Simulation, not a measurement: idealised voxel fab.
process module | voxel wiring stack
cross-section cut | 160 nm wide | cells 5 nm
A cross-section is a grid of square cells, given in bands from the top down. A band is one or more rows of cells.
Each band's line starts with the height of the band's top and of its bottom, in nm. Then come its materials from left to right, each with its width in nm. One material with "throughout" fills the band from edge to edge. "air" is empty space.
Height 0 is the level under which the wafer as received is all one material. The lowest band goes on downwards, as in "0 down".
A width such as "30 to 40" changes by the same amount from each row of cells to the next, from the band's top row to its bottom row.
"no change" after a step means that no cell of the cross-section changed.
closed voids: empty space of 8 cells or more with no open way to the top, each as width x height at its distance from the left edge, in nm
after a step's settings: what the simulator itself notes on the step
overlay nm, on a step with a mask: how far to the right of its planned place the mask lay; to the left if negative
plan
1 op RECEIVE | material Si
2 op CONFORMAL_DEP | material SiO2 | thk nm 15
3 op CONFORMAL_DEP | material SiN | thk nm 5
4 op DIRECTIONAL_DEP | material SiO2 | thk nm 15
5 op PATTERN | tone open | mask id METAL_1 | material resist | width nm 30 | pitch nm 45 | thk nm 15 | overlay nm 0
6 op DIRECTIONAL_ETCH | etch materials SiO2 | depth nm 15
7 op DIRECTIONAL_ETCH | etch materials SiN | depth nm 5
8 op STRIP | etch materials resist
9 op CONFORMAL_DEP | material TiN | thk nm 5
10 op FILL_DEP | material W | thk nm 10
11 op CMP | height nm 35
12 op CONFORMAL_DEP | material SiCN | thk nm 5
13 op DIRECTIONAL_DEP | material SiO2 | thk nm 20
14 op PATTERN | tone open | mask id PLUG_1 | material resist | width nm 15 | thk nm 15 | overlay nm 0
15 op DIRECTIONAL_ETCH | etch materials SiO2 | depth nm 20
16 op DIRECTIONAL_ETCH | etch materials SiCN | depth nm 5
17 op STRIP | etch materials resist
18 op EPI | material Ru | thk nm 10
19 op EPI | material Ru | thk nm 10
20 op EPI | material Ru | thk nm 5
21 op CONFORMAL_DEP | material SiCN | thk nm 5
22 op DIRECTIONAL_DEP | material SiO2 | thk nm 15
23 op PATTERN | tone open | mask id METAL_2 | material resist | width nm 30 | pitch nm 45 | thk nm 20 | overlay nm 0
24 op DIRECTIONAL_ETCH | etch materials SiO2 | depth nm 15
25 op DIRECTIONAL_ETCH | etch materials SiCN | depth nm 5
26 op STRIP | etch materials resist
27 op CONFORMAL_DEP | material TiN | thk nm 5
28 op FILL_DEP | material Ru | thk nm 5
29 op CMP | height nm 80
30 op CONFORMAL_DEP | material SiCN | thk nm 5
31 op DIRECTIONAL_DEP | material lowk | thk nm 15
32 op PATTERN | tone open | mask id PLUG_2 | material resist | width nm 15 | thk nm 15 | overlay nm 0
33 op DIRECTIONAL_ETCH | etch materials lowk | depth nm 15
34 op DIRECTIONAL_ETCH | etch materials SiCN | depth nm 5
35 op STRIP | etch materials resist
36 op CONFORMAL_DEP | material TiN | thk nm 5
37 op FILL_DEP | material Ru | thk nm 10
38 op CMP | height nm 100
39 op CONFORMAL_DEP | material SiN | thk nm 5
40 op DIRECTIONAL_DEP | material lowk | thk nm 25
41 op PATTERN | tone open | mask id METAL_3 | material resist | width nm 30 | pitch nm 45 | thk nm 15 | overlay nm 0
42 op DIRECTIONAL_ETCH | etch materials lowk | depth nm 25
43 op DIRECTIONAL_ETCH | etch materials SiN | depth nm 5
44 op STRIP | etch materials resist
45 op CONFORMAL_DEP | material TiN | thk nm 5
46 op FILL_DEP | material W | thk nm 10
47 op CMP | height nm 130
48 op CONFORMAL_DEP | material SiCN | thk nm 5
as received, after step 1
  0 down: Si throughout
  closed voids: none
first wafer at the end, as planned
  135 to 130: SiCN throughout
  130 to 105: lowk 40 | TiN 5 | W 20 | TiN 5 | lowk 15 | TiN 5 | W 20 | TiN 5 | lowk 45
  105 to 100: SiN 40 | TiN 30 | SiN 15 | TiN 30 | SiN 45
  100 to 85: lowk 40 | TiN 5 | Ru 5 | TiN 5 | lowk 105
  85 to 80: SiCN 40 | TiN 15 | SiCN 105
  80 to 65: SiO2 40 | TiN 5 | Ru 20 | TiN 5 | SiO2 15 | TiN 5 | Ru 20 | TiN 5 | SiO2 45
  65 to 60: SiCN 40 | TiN 30 | SiCN 15 | TiN 30 | SiCN 45
  60 to 40: SiO2 40 | Ru 15 | SiO2 105
  40 to 35: SiCN 40 | Ru 15 | SiCN 105
  35 to 20: SiO2 40 | TiN 5 | W 20 | TiN 5 | SiO2 15 | TiN 5 | W 20 | TiN 5 | SiO2 45
  20 to 15: SiN 40 | TiN 30 | SiN 15 | TiN 30 | SiN 45
  15 to 0: SiO2 throughout
  0 down: Si throughout
  closed voids: none
second wafer at the end: like start, like plan, one mistake
  135 to 130: SiCN throughout
  130 to 105: W 35 | TiN 5 | lowk 30 | TiN 5 | W 5 | TiN 5 | lowk 30 | TiN 5 | W 40
  105 to 100: TiN 40 | SiN 30 | TiN 15 | SiN 30 | TiN 45
  100 to 85: lowk 40 | TiN 5 | Ru 5 | TiN 5 | lowk 105
  85 to 80: SiCN 40 | TiN 15 | SiCN 105
  80 to 65: SiO2 40 | TiN 5 | Ru 20 | TiN 5 | SiO2 15 | TiN 5 | Ru 20 | TiN 5 | SiO2 45
  65 to 60: SiCN 40 | TiN 30 | SiCN 15 | TiN 30 | SiCN 45
  60 to 40: SiO2 40 | Ru 15 | SiO2 105
  40 to 35: SiCN 40 | Ru 15 | SiCN 105
  35 to 20: SiO2 40 | TiN 5 | W 20 | TiN 5 | SiO2 15 | TiN 5 | W 20 | TiN 5 | SiO2 45
  20 to 15: SiN 40 | TiN 30 | SiN 15 | TiN 30 | SiN 45
  15 to 0: SiO2 throughout
  0 down: Si throughout
  closed voids: none
what went wrong: step 41 ran as: op PATTERN | tone cover | mask id METAL_3 | material resist | width nm 30 | pitch nm 45 | thk nm 15 | overlay nm 0
at the end the second wafer has, in cells: 8 fewer of SiN | 8 more of TiN | 40 more of W | 40 fewer of lowk
